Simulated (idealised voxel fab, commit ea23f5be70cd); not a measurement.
Process module name: voxel air gaps
Square cell edge 5 nm, section width 235 nm, ID cut.
A cross-section is a grid of square cells, given in bands from the top down. A band is one or more rows of cells.
In this notation a band is specified by the heights of its top and bottom, in that order and in nm, after which its materials appear from left to right, each paired with its width in nm. The word "throughout" attached to a single material means that material fills the band from edge to edge; the word "blank" stands for empty space.
Height reference: 0 = level under which incoming wafer is all one material. Lowest band: no bottom, runs on downward, e.g. "0..down".
So if you see something like "30->40" for the width, read it as the top row of the band sitting at the first number and the bottom row at the second, with every row in between moving by the same amount as the last.
Step marked "remained unchanged"? Then no cell in the cross-section changed in it.
"Sealed internal voids" - sealed voids, min. 8 cells, no opening to top; format: width x height at distance (distance from left edge; nm throughout).
Where a step's line continues beyond its settings, the continuation is a remark by the simulator itself on that step.
The optional step-line setting "overlay nm" applies to steps with a mask and quantifies how far to the right of its planned location the mask lay, a negative value indicating leftward placement.

THE FOLLOWING LIST GIVES THE PLANNED PROCESS STEPS
1. RECEIVE (material Si)
2. CONFORMAL_DEP (material SiO2; thk nm 10)
3. CONFORMAL_DEP (material SiN; thk nm 5)
4. DIRECTIONAL_DEP (material SiO2; thk nm 30)
5. DIRECTIONAL_DEP (material aC; thk nm 15)
6. PATTERN (tone open; mask id LINES; material resist; width nm 25; pitch nm 55; thk nm 30; overlay nm 0)
7. DIRECTIONAL_ETCH (etch materials aC; depth nm 15)
8. STRIP (etch materials resist)
9. DIRECTIONAL_ETCH (etch materials SiO2; depth nm 40)
10. STRIP (etch materials aC)
11. CONFORMAL_DEP (material TiN; thk nm 5)
12. FILL_DEP (material Cu; thk nm 5)
13. CMP (height nm 55)
14. EPI (material Ru; thk nm 10)
15. SELECTIVE_ETCH (etch materials SiO2; depth nm 50)
16. CONFORMAL_DEP (material SiCN; thk nm 5)
Wafers differ in thk nm at step 4; plan lists the first wafer's value; identical starting state.

HERE'S THE FIRST OF THE WAFERS IN CROSS-SECTION, JUST AS WE GOT IT, I.E. AFTER STEP 1
0..down | Si throughout
Sealed internal voids: none

LAST STEP OF THE MODULE IS STEP 16; AFTER IT, THE FIRST OF SEVERAL WAFERS IN CROSS-SECTION
70..65 | SiCN throughout
65..55 | Ru throughout
55..50 | Cu throughout
50..45 | TiN 25  Cu 15  TiN 40  Cu 15  TiN 40  Cu 15  TiN 40  Cu 15  TiN 30
45..20 | SiO2 20  TiN 5  Cu 15  TiN 5  SiO2 30  TiN 5  Cu 15  TiN 5  SiO2 30  TiN 5  Cu 15  TiN 5  SiO2 30  TiN 5  Cu 15  TiN 5  SiO2 25
20..15 | SiO2 20  TiN 25  SiO2 30  TiN 25  SiO2 30  TiN 25  SiO2 30  TiN 25  SiO2 25
15..10 | SiN throughout
10..0 | SiO2 throughout
0..down | Si throughout
Sealed internal voids: none

FINAL WAFER CROSS-SECTION AT MODULE END
70..65 | blank 5  SiCN 220  blank 10
65..55 | blank 5  SiCN 5  Ru 45  SiCN 10  Ru 45  SiCN 10  Ru 45  SiCN 10  Ru 45  SiCN 5  blank 10
55..50 | blank 5  SiCN 15  TiN 5  Cu 15  TiN 5  SiCN 30  TiN 5  Cu 15  TiN 5  SiCN 30  TiN 5  Cu 15  TiN 5  SiCN 30  TiN 5  Cu 15  TiN 5  SiCN 15  blank 10
50..20 | blank 15  SiCN 5  TiN 5  Cu 15  TiN 5  SiCN 5  blank 20  SiCN 5  TiN 5  Cu 15  TiN 5  SiCN 5  blank 20  SiCN 5  TiN 5  Cu 15  TiN 5  SiCN 5  blank 20  SiCN 5  TiN 5  Cu 15  TiN 5  SiCN 5  blank 20
20..15 | SiCN 20  TiN 25  SiCN 30  TiN 25  SiCN 30  TiN 25  SiCN 30  TiN 25  SiCN 25
15..10 | SiN throughout
10..0 | SiO2 throughout
0..down | Si throughout
Sealed internal voids: 20 x 30 at 50; 20 x 30 at 105; 20 x 30 at 160

HEADS UP, THIS TABLE GOES WAFER BY WAFER. A ROW TELLS YOU, AT THE END OF THE MODULE, HOW MANY CELLS OF EACH MATERIAL THAT WAFER HAS PUT ON (+) OR DROPPED (-) SINCE IT WAS RECEIVED, AND THEN ITS CLOSED VOIDS
thk nm 30 | +119 Cu | +94 Ru | +47 SiCN | +47 SiN | +256 SiO2 | +95 TiN | Sealed internal voids: none
thk nm 35 | +84 Cu | +94 Ru | +47 SiCN | +47 SiN | +283 SiO2 | +103 TiN | Sealed internal voids: none
thk nm 40 | +84 Cu | +72 Ru | +159 SiCN | +47 SiN | +94 SiO2 | +76 TiN | Sealed internal voids: 20 x 30 at 50; 20 x 30 at 105; 20 x 30 at 160
